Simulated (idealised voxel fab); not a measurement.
The process module presented herein is designated voxel transistor to metal.
The cross-section shown here is cut; it is 160 nm wide and divided into square cells measuring 5 nm on a side.
Cross-section = grid of square cells, listed top down in bands; band = one or more rows.
It is stipulated that each band's entry specify, in nanometres, the height of the top of the band and then that of its bottom, followed by the materials of the band in left-to-right sequence, each together with its width in nanometres. A single material marked by the word "all across" is understood to fill the band from edge to edge; the word "empty" is understood to denote empty space.
Where do heights start? At 0: under that level the wafer as delivered is made of one material only. And the lowest band has no floor; it just carries on downward, as in "top 0, no bottom".
Width: "30 to 40" (first number = top row, second number = bottom row, same change from row to row of cells).
You'll sometimes find "identical to before" written for a step, and that's the way of saying that nowhere in the cross-section did a cell change during that step.
In the "Sealed-off cavities" entry, you get each enclosed empty space of 8 cells or more, one with no open way to the top, written width x height at distance, distance from the left edge, in nm.
Heads up: the bit after the settings on a step's line is the simulator's remark on that step.
A step line may carry the setting "overlay nm", which, for steps involving a mask, states the distance by which the mask lay to the right of its intended position; negative values denote displacement to the left.
Below is the list of planned process steps:
- 1: RECEIVE with material Si
- 2: OXIDIZE with depth nm 5
- 3: CONFORMAL_DEP with material SiN, thk nm 10
- 4: MASKED_ETCH with tone cover, mask id ACTIVE, width nm 110, etch materials SiN, depth nm 10, overlay nm 0
- 5: MASKED_ETCH with tone cover, mask id ACTIVE, width nm 110, etch materials SiO2, depth nm 5, overlay nm 0
- 6: MASKED_ETCH with tone cover, mask id ACTIVE, width nm 110, etch materials Si, depth nm 25, overlay nm 0
- 7: FILL_DEP with material SiO2, thk nm 5
- 8: CMP with height nm 10
- 9: SELECTIVE_ETCH with etch materials SiO2, depth nm 5
- 10: STRIP with etch materials SiN
- 11: SELECTIVE_ETCH with etch materials SiO2, depth nm 5
- 12: OXIDIZE with depth nm 5
- 13: DIRECTIONAL_DEP with material polySi, thk nm 20
- 14: DIRECTIONAL_DEP with material SiCN, thk nm 15
- 15: PATTERN with tone cover, mask id GATE, material resist, width nm 30, thk nm 15, overlay nm 0
- 16: DIRECTIONAL_ETCH with etch materials SiCN, depth nm 25
- 17: DIRECTIONAL_ETCH with etch materials polySi, depth nm 30
- 18: STRIP with etch materials resist
- 19: CONFORMAL_DEP with material SiO2, thk nm 5
- 20: DIRECTIONAL_ETCH with etch materials SiO2, depth nm 5
- 21: CONFORMAL_DEP with material SiN, thk nm 10
- 22: DIRECTIONAL_ETCH with etch materials SiN, depth nm 10
- 23: DIRECTIONAL_ETCH with etch materials SiO2, depth nm 5
- 24: EPI with material nSi, thk nm 5
- 25: FILL_DEP with material SiO2, thk nm 5
- 26: CMP with height nm 15
- 27: STRIP with etch materials polySi
- 28: SELECTIVE_ETCH with etch materials SiO2, depth nm 5
- 29: CONFORMAL_DEP with material HfO2, thk nm 5
- 30: CONFORMAL_DEP with material TiN, thk nm 5
- 31: FILL_DEP with material W, thk nm 5
- 32: CMP with height nm 10
- 33: DIRECTIONAL_DEP with material SiO2, thk nm 10
- 34: MASKED_ETCH with tone open, mask id CONTACT, width nm 20, pitch nm 80, etch materials SiO2, depth nm 25, overlay nm 0
- 35: CONFORMAL_DEP with material TiN, thk nm 5
- 36: FILL_DEP with material W, thk nm 10
- 37: CMP with height nm 20
- 38: DIRECTIONAL_DEP with material TiN, thk nm 5
- 39: DIRECTIONAL_DEP with material W, thk nm 25
- 40: MASKED_ETCH with tone cover, mask id METAL_1, width nm 20, pitch nm 80, etch materials W, depth nm 25, overlay nm 0
- 41: MASKED_ETCH with tone cover, mask id METAL_1, width nm 20, pitch nm 80, etch materials TiN, depth nm 5, overlay nm 0
- 42: CONFORMAL_DEP with material SiCN, thk nm 5
- 43: FILL_DEP with material lowk, thk nm 10
- 44: CMP with height nm 50
- 45: CONFORMAL_DEP with material SiCN, thk nm 5
Incoming wafer, cross-sectional view, post step 1:
  top 0, no bottom | Si all across
  Sealed-off cavities: none
First of two wafers at the end of the module, shown in cross-section; run carried out as planned:
  top 55, bottom 50 | SiCN all across
  top 50, bottom 25 | lowk: 25, SiCN: 5, W: 20, SiCN: 5, lowk: 50, SiCN: 5, W: 20, SiCN: 5, lowk: 25
  top 25, bottom 20 | SiCN: 30, TiN: 20, SiCN: 60, TiN: 20, SiCN: 30
  top 20, bottom 10 | SiO2: 30, TiN: 5, W: 10, TiN: 5, SiO2: 60, TiN: 5, W: 10, TiN: 5, SiO2: 30
  top 10, bottom 0 | SiO2: 30, TiN: 5 to 10, W: 10 to 5, TiN: 5, SiN: 10, HfO2: 5, TiN: 5, W: 20, TiN: 5, HfO2: 5, SiN: 10, TiN: 5, W: 10 to 5, TiN: 5 to 10, SiO2: 30
  top 0, bottom -5 | SiO2: 25, SiN: 10, TiN: 15, SiN: 10, HfO2: 5, TiN: 30, HfO2: 5, SiN: 10, TiN: 15, SiN: 10, SiO2: 25
  top -5, bottom -10 | SiO2: 35, nSi: 15, SiO2: 10, HfO2: 40, SiO2: 10, nSi: 15, SiO2: 35
  top -10, bottom -30 | SiO2: 25, Si: 110, SiO2: 25
  top -30, no bottom | Si all across
  Sealed-off cavities: none
What the second wafer looks like in cross-section once the module is done. Its start and its plan matched the first wafer's exactly; what differed was one mistake in how it was run:
  top 55, bottom 50 | SiCN all across
  top 50, bottom 25 | lowk: 25, SiCN: 5, W: 20, SiCN: 5, lowk: 50, SiCN: 5, W: 20, SiCN: 5, lowk: 25
  top 25, bottom 20 | SiCN: 30, TiN: 20, SiCN: 60, TiN: 20, SiCN: 30
  top 20, bottom 15 | SiO2: 30, TiN: 5, W: 10, TiN: 5, SiO2: 60, TiN: 5, W: 10, TiN: 5, SiO2: 30
  top 15, bottom 10 | SiO2: 30, TiN: 20, SiO2: 60, TiN: 20, SiO2: 30
  top 10, bottom 5 | W: 60, TiN: 5, HfO2: 5, SiN: 20, HfO2: 5, TiN: 5, W: 60
  top 5, bottom 0 | TiN: 25, W: 35, TiN: 5, HfO2: 5, SiN: 20, HfO2: 5, TiN: 5, W: 35, TiN: 25
  top 0, bottom -5 | HfO2: 20, TiN: 45, HfO2: 5, SiN: 20, HfO2: 5, TiN: 45, HfO2: 20
  top -5, bottom -10 | SiO2: 15, HfO2: 55, SiO2: 20, HfO2: 55, SiO2: 15
  top -10, bottom -30 | SiO2: 25, Si: 110, SiO2: 25
  top -30, no bottom | Si all across
  Sealed-off cavities: none
Which mistake was made when the wafer was run? it should be noted that step 15 was executed with settings other than those planned, the operation and settings actually applied being PATTERN with tone open, mask id GATE, material resist, width nm 30, thk nm 15, overlay nm 0
End of process, cell counts, second wafer against first, materials with more or fewer: HfO2 +22 | SiN -4 | SiO2 -42 | TiN +10 | W +20 | nSi -6
